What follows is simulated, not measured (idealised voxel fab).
The document below concerns the process module designated voxel tone inversion.
In the cross-section labelled cut, the width is 210 nm and each square cell is 5 nm.
How to read a cross-section here: the picture is a grid of square cells, written as bands going from the top down, and any band can span one or more rows of cells. A band entry consists of two parts. The first gives the height of the band's top and the height of its bottom, in nm. The rest lists the band's materials from left to right, each with its width in nm. A single material labelled with the word "throughout" fills the band from edge to edge, and the word "empty" marks empty space. Heights from 0 (as-received wafer is one material below). Bottom band endless downward, as "0 and below". A two-number width, for instance "30..40", indicates that the width is equal to the first number in the top row of the band and to the second number in the bottom row, and that it changes by a constant amount per row of cells. The designation "no alterations made", where it is given for a processing step, indicates that no cell of the cross-section was altered in the course of that step. "Trapped void list" - sealed voids, min. 8 cells, no opening to top; format: width x height at distance (distance from left edge; nm throughout). Past the settings on a step's line: simulator remark, on that step. A step's line can hold "overlay nm"; with a mask on that step, the setting says how far right of the planned place the mask lay, while a negative setting says it lay to the left.

Set out below are the planned steps of the process
step 1: RECEIVE, material Si
step 2: CONFORMAL_DEP, material SiCN, thk nm 5
step 3: DIRECTIONAL_DEP, material aC, thk nm 20
step 4: PATTERN, tone cover, mask id POSTS, material resist, width nm 15, pitch nm 45, thk nm 30, overlay nm 0
step 5: DIRECTIONAL_ETCH, etch materials aC, depth nm 20
step 6: STRIP, etch materials resist
step 7: FILL_DEP, material SiO2, thk nm 5
step 8: CMP, height nm 25
step 9: STRIP, etch materials aC

Account of the first of two wafers, which was processed as intended

Wafer as received: cross-section following step 1
0 and below | Si throughout
Trapped void list: none

You're looking at a cross-section of the wafer after step 2
5 down to 0 | SiCN throughout
Unchanged below 0.

You're looking at a cross-section of the wafer after step 3
25 down to 5 | aC throughout
Unchanged below 5.

You're looking at a cross-section of the wafer after step 4
55 down to 25 | empty 75; resist 15; empty 30; resist 15; empty 75
Unchanged below 25.

You're looking at a cross-section of the wafer after step 5
35 down to 25 | empty 75; resist 15; empty 30; resist 15; empty 75
25 down to 5 | empty 75; aC 15; empty 30; aC 15; empty 75
Unchanged below 5.

You're looking at a cross-section of the wafer after step 6
25 down to 5 | empty 75; aC 15; empty 30; aC 15; empty 75
Unchanged below 5.

You're looking at a cross-section of the wafer after step 7
30 down to 25 | SiO2 throughout
25 down to 5 | SiO2 75; aC 15; SiO2 30; aC 15; SiO2 75
Unchanged below 5.

You're looking at a cross-section of the wafer after step 8
25 down to 5 | SiO2 75; aC 15; SiO2 30; aC 15; SiO2 75
Unchanged below 5.

You're looking at a cross-section of the wafer after step 9
25 down to 5 | SiO2 75; empty 15; SiO2 30; empty 15; SiO2 75
Unchanged below 5.

Second wafer - shared start and plan with the first - one error in running - same as the first up to step 3 inclusive

Second wafer at the planned finish of step 4, seen in cross-section
55 down to 25 | resist 75; empty 15; resist 30; empty 15; resist 75
Unchanged below 25.

Second wafer at the planned finish of step 5, seen in cross-section
35 down to 25 | resist 75; empty 15; resist 30; empty 15; resist 75
25 down to 5 | aC 75; empty 15; aC 30; empty 15; aC 75
Unchanged below 5.

Second wafer at the planned finish of step 6, seen in cross-section
25 down to 5 | aC 75; empty 15; aC 30; empty 15; aC 75
Unchanged below 5.

Second wafer at the planned finish of step 7, seen in cross-section
30 down to 25 | SiO2 throughout
25 down to 5 | aC 75; SiO2 15; aC 30; SiO2 15; aC 75
Unchanged below 5.

Second wafer at the planned finish of step 8, seen in cross-section
25 down to 5 | aC 75; SiO2 15; aC 30; SiO2 15; aC 75
Unchanged below 5.

Second wafer at the planned finish of step 9, seen in cross-section
25 down to 5 | empty 75; SiO2 15; empty 30; SiO2 15; empty 75
Unchanged below 5.
Deviation noted in wafer processing: step 4 went in with a setting other than planned; the actual run was PATTERN, tone open, mask id POSTS, material resist, width nm 15, pitch nm 45, thk nm 30, overlay nm 0
Once processing is complete, comparing cell counts shows that the second wafer has more or fewer of certain materials than the first: 120 fewer of SiO2
